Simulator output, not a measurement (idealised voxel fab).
Process module, titled voxel tone inversion
The width of the displayed cross-section, cut, is 165 nm; its cells are square, with a size of 5 nm.
Format of a cross-section: grid, square cells. Given as bands. Order: top down. Band: one or more rows of cells. Look at the band entry: it leads with the top's height and the bottom's height in nm. Then it lists the materials left to right, with a width in nm for each. The word "everywhere" on a single material says that material fills the band edge to edge. The word "blank" is empty space. Height reference: 0 = level under which incoming wafer is all one material. Lowest band: no bottom, runs on downward, e.g. "from 0 down". Top row gets the first number, bottom row gets the second, and each row in between changes by the same step: that is how a band width like "30->40" works. No cell of the cross-section changed in a step that is given as "everything unchanged". You'll see "Enclosed empty spaces" listing empty spaces that have no way open to the top, as long as they're 8 cells or more; the notation is width x height at distance, where the distance is from the left edge, and all of it is in nm. The remark found on a step's line after its settings is issued by the simulator itself and pertains to that step. For masked steps, "overlay nm" on the step line gives how far right of plan the mask actually lay; a minus sign means it lay to the left.
The planned process steps are enumerated hereunder
1. RECEIVE with material Si
2. CONFORMAL_DEP with material SiCN, thk nm 10
3. DIRECTIONAL_DEP with material aC, thk nm 15
4. PATTERN with tone cover, mask id POSTS, material resist, width nm 15, pitch nm 40, thk nm 25, overlay nm 0
5. DIRECTIONAL_ETCH with etch materials aC, depth nm 15
6. STRIP with etch materials resist
7. FILL_DEP with material lowk, thk nm 10
8. CMP with height nm 25
9. STRIP with etch materials aC
First of two wafers - as planned
Here's what the wafer looked like in cross-section when it arrived - that's after step 1
	from 0 down | Si everywhere
	Enclosed empty spaces: none
So this is the wafer cross-section right after step 2
	from 10 to 0 | SiCN everywhere
	No changes below 0.
So this is the wafer cross-section right after step 3
	from 25 to 10 | aC everywhere
	No changes below 10.
So this is the wafer cross-section right after step 4
	from 50 to 25 | 55 blank | 15 resist | 25 blank | 15 resist | 55 blank
	No changes below 25.
So this is the wafer cross-section right after step 5
	from 35 to 25 | 55 blank | 15 resist | 25 blank | 15 resist | 55 blank
	from 25 to 10 | 55 blank | 15 aC | 25 blank | 15 aC | 55 blank
	No changes below 10.
So this is the wafer cross-section right after step 6
	from 25 to 10 | 55 blank | 15 aC | 25 blank | 15 aC | 55 blank
	No changes below 10.
So this is the wafer cross-section right after step 7
	from 35 to 25 | lowk everywhere
	from 25 to 10 | 55 lowk | 15 aC | 25 lowk | 15 aC | 55 lowk
	No changes below 10.
So this is the wafer cross-section right after step 8
	from 25 to 10 | 55 lowk | 15 aC | 25 lowk | 15 aC | 55 lowk
	No changes below 10.
So this is the wafer cross-section right after step 9
	from 25 to 10 | 55 lowk | 15 blank | 25 lowk | 15 blank | 55 lowk
	No changes below 10.
Companion wafer, the second of two: same beginning, same intended sequence, one mistake in carrying it out; through step 1 inclusive it tracks the first exactly
Second wafer at the planned finish of step 2, seen in cross-section
	from 15 to 0 | aC everywhere
	No changes below 0.
Second wafer at the planned finish of step 3, seen in cross-section
	from 25 to 15 | SiCN everywhere
	No changes below 15.
Second wafer at the planned finish of step 4, seen in cross-section
	from 50 to 25 | 55 blank | 15 resist | 25 blank | 15 resist | 55 blank
	No changes below 25.
Second wafer at the planned finish of step 5, seen in cross-section
	from 35 to 25 | 55 blank | 15 resist | 25 blank | 15 resist | 55 blank
	No changes below 25.
Second wafer at the planned finish of step 6, seen in cross-section
	from 25 to 15 | SiCN everywhere
	No changes below 15.
Second wafer at the planned finish of step 7, seen in cross-section
	from 35 to 25 | lowk everywhere
	No changes below 25.
Second wafer at the planned finish of step 8, seen in cross-section
	from 25 to 15 | SiCN everywhere
	No changes below 15.
Second wafer at the planned finish of step 9, seen in cross-section: everything unchanged
Heads up, the wafer didn't run the way we planned it: so 2 and 3 got swapped relative to the plan, each ran where the other was supposed to
Final comparison by cell count, materials where the second wafer has more or fewer than the first: +99 aC | -81 lowk
